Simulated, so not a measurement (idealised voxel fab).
The process module that follows is named voxel transistor to metal.
In the cross-section labelled cut, the width is 200 nm and each square cell is 5 nm.
Format of a cross-section: grid, square cells. Given as bands. Order: top down. Band: one or more rows of cells. Each band's line starts with the height of the band's top and of its bottom, in nm. Then come its materials from left to right, each with its width in nm. One material with "all across" fills the band from edge to edge. "empty" is empty space. Height 0 is the level under which the wafer as received is all one material. The lowest band goes on downwards, as in "from 0 down". So if you see something like "30..40" for the width, read it as the top row of the band sitting at the first number and the bottom row at the second, with every row in between moving by the same amount as the last. "nothing altered" -> step changed no cross-section cell. "Enclosed internal voids" means: voids of 8 cells or more that are shut off from the top with no open way through. Written width x height at distance, distance from the left edge, in nm. Text after the settings on a step's line: the simulator's own remark on that step. Regarding "overlay nm": on a step with a mask, it is the distance the mask lay to the right of its planned place; a negative value places it to the left.
## These are the steps we planned for the process
1. RECEIVE,material Si
2. CONFORMAL_DEP,material SiO2,thk nm 5
3. CONFORMAL_DEP,material SiN,thk nm 10
4. MASKED_ETCH,tone cover,mask id ACTIVE,width nm 115,etch materials SiN,depth nm 10,overlay nm 0
5. MASKED_ETCH,tone cover,mask id ACTIVE,width nm 115,etch materials SiO2,depth nm 5,overlay nm 0
6. MASKED_ETCH,tone cover,mask id ACTIVE,width nm 115,etch materials Si,depth nm 35,overlay nm 0
7. FILL_DEP,material SiO2,thk nm 10
8. CMP,height nm 15
9. SELECTIVE_ETCH,etch materials SiO2,depth nm 10
10. STRIP,etch materials SiN
11. SELECTIVE_ETCH,etch materials SiO2,depth nm 5
12. OXIDIZE,depth nm 5
13. DIRECTIONAL_DEP,material polySi,thk nm 25
14. DIRECTIONAL_DEP,material SiCN,thk nm 15
15. PATTERN,tone cover,mask id GATE,material resist,width nm 35,thk nm 20,overlay nm 0
16. DIRECTIONAL_ETCH,etch materials SiCN,depth nm 25
17. DIRECTIONAL_ETCH,etch materials polySi,depth nm 35
18. STRIP,etch materials resist
19. CONFORMAL_DEP,material SiN,thk nm 5
20. DIRECTIONAL_ETCH,etch materials SiN,depth nm 5
21. DIRECTIONAL_ETCH,etch materials SiO2,depth nm 5
22. EPI,material nSi,thk nm 5
23. FILL_DEP,material SiO2,thk nm 5
24. CMP,height nm 25
25. STRIP,etch materials polySi
26. SELECTIVE_ETCH,etch materials SiO2,depth nm 5
27. CONFORMAL_DEP,material HfO2,thk nm 5
28. CONFORMAL_DEP,material TiN,thk nm 5
29. FILL_DEP,material W,thk nm 5
30. CMP,height nm 20
31. DIRECTIONAL_DEP,material SiO2,thk nm 15
32. DIRECTIONAL_DEP,material aC,thk nm 10
33. PATTERN,tone open,mask id CONTACT,material resist,width nm 15,pitch nm 90,thk nm 25,overlay nm 0
34. DIRECTIONAL_ETCH,etch materials aC,depth nm 10
35. STRIP,etch materials resist
36. DIRECTIONAL_ETCH,etch materials SiO2,depth nm 35
37. STRIP,etch materials aC
38. CONFORMAL_DEP,material TiN,thk nm 5
39. FILL_DEP,material W,thk nm 5
40. CMP,height nm 35
41. CONFORMAL_DEP,material SiCN,thk nm 5
42. DIRECTIONAL_DEP,material SiO2,thk nm 25
43. DIRECTIONAL_DEP,material aC,thk nm 15
44. PATTERN,tone open,mask id METAL_1,material resist,width nm 15,pitch nm 90,thk nm 30,overlay nm 0
45. DIRECTIONAL_ETCH,etch materials aC,depth nm 15
46. STRIP,etch materials resist
47. DIRECTIONAL_ETCH,etch materials SiO2,depth nm 25
48. DIRECTIONAL_ETCH,etch materials SiCN,depth nm 5
49. STRIP,etch materials aC
50. CONFORMAL_DEP,material TiN,thk nm 5
51. FILL_DEP,material Cu,thk nm 5
52. CMP,height nm 65
53. CONFORMAL_DEP,material SiCN,thk nm 5
54. DIRECTIONAL_DEP,material SiO2,thk nm 30
55. PATTERN,tone open,mask id METAL_2,material resist,width nm 15,pitch nm 90,thk nm 20,overlay nm 0
56. DIRECTIONAL_ETCH,etch materials SiO2,depth nm 20
57. STRIP,etch materials resist
58. MASKED_ETCH,tone open,mask id METAL_2_HOLES,width nm 15,pitch nm 90,etch materials SiO2,depth nm 10,overlay nm 0
59. MASKED_ETCH,tone open,mask id METAL_2_HOLES,width nm 15,pitch nm 90,etch materials SiCN,depth nm 5,overlay nm 0
60. CONFORMAL_DEP,material TiN,thk nm 5
61. FILL_DEP,material Ru,thk nm 10
62. CMP,height nm 100
63. CONFORMAL_DEP,material SiCN,thk nm 5
## As-received state of the wafer in cross-section, equivalent to post-step 1
> from 0 down  Si all across
> Enclosed internal voids: none
## Post-module cross-section of the first of two wafers (run per plan)
> from 105 to 100  SiCN all across
> from 100 to 70  SiO2=45 / TiN=5 / Ru=5 / TiN=5 / SiO2=75 / TiN=5 / Ru=5 / TiN=5 / SiO2=50
> from 70 to 65  SiCN=45 / TiN=15 / SiCN=75 / TiN=15 / SiCN=50
> from 65 to 40  SiO2=45 / TiN=5 / Cu=5 / TiN=5 / SiO2=75 / TiN=5 / Cu=5 / TiN=5 / SiO2=50
> from 40 to 35  SiCN=45 / TiN=15 / SiCN=75 / TiN=15 / SiCN=50
> from 35 to 20  SiO2=45 / TiN=5 / W=5 / TiN=5 / SiO2=75 / TiN=5 / W=5 / TiN=5 / SiO2=50
> from 20 to 5  SiO2=45 / TiN=5 / W=5 / TiN=5 / SiO2=15 / SiN=5 / HfO2=5 / TiN=5 / W=15 / TiN=5 / HfO2=5 / SiN=5 / SiO2=15 / TiN=5 / W=5 / TiN=5 / SiO2=50
> from 5 to 0  SiO2=45 / TiN=15 / SiO2=15 / SiN=5 / HfO2=5 / TiN=25 / HfO2=5 / SiN=5 / SiO2=15 / TiN=15 / SiO2=50
> from 0 to -5  SiO2=35 / nSi=40 / HfO2=45 / nSi=40 / SiO2=40
> from -5 to -35  SiO2=40 / Si=115 / SiO2=45
> from -35 down  Si all across
> Enclosed internal voids: none
## This is the second of the two wafers, cross-sectioned at the end of the module; it started exactly like the first and was given the same plan, but it was run with one mistake
> from 105 to 100  SiCN all across
> from 100 to 70  SiO2=45 / TiN=5 / Ru=5 / TiN=5 / SiO2=75 / TiN=5 / Ru=5 / TiN=5 / SiO2=50
> from 70 to 65  SiCN=45 / TiN=15 / SiCN=75 / TiN=15 / SiCN=50
> from 65 to 40  Cu=40 / TiN=5 / SiO2=15 / TiN=5 / Cu=65 / TiN=5 / SiO2=15 / TiN=5 / Cu=45
> from 40 to 35  TiN=45 / SiCN=15 / TiN=75 / SiCN=15 / TiN=50
> from 35 to 20  SiO2=45 / TiN=5 / W=5 / TiN=5 / SiO2=75 / TiN=5 / W=5 / TiN=5 / SiO2=50
> from 20 to 5  SiO2=45 / TiN=5 / W=5 / TiN=5 / SiO2=15 / SiN=5 / HfO2=5 / TiN=5 / W=15 / TiN=5 / HfO2=5 / SiN=5 / SiO2=15 / TiN=5 / W=5 / TiN=5 / SiO2=50
> from 5 to 0  SiO2=45 / TiN=15 / SiO2=15 / SiN=5 / HfO2=5 / TiN=25 / HfO2=5 / SiN=5 / SiO2=15 / TiN=15 / SiO2=50
> from 0 to -5  SiO2=35 / nSi=40 / HfO2=45 / nSi=40 / SiO2=40
> from -5 to -35  SiO2=40 / Si=115 / SiO2=45
> from -35 down  Si all across
> Enclosed internal voids: none
Deviation from plan: off-plan run, step 44, actual operation and settings PATTERN,tone cover,mask id METAL_1,material resist,width nm 15,pitch nm 90,thk nm 30,overlay nm 0
Final tally in cells, some materials are higher or lower on the second wafer than on the first: +140 Cu | -28 SiCN | -140 SiO2 | +28 TiN
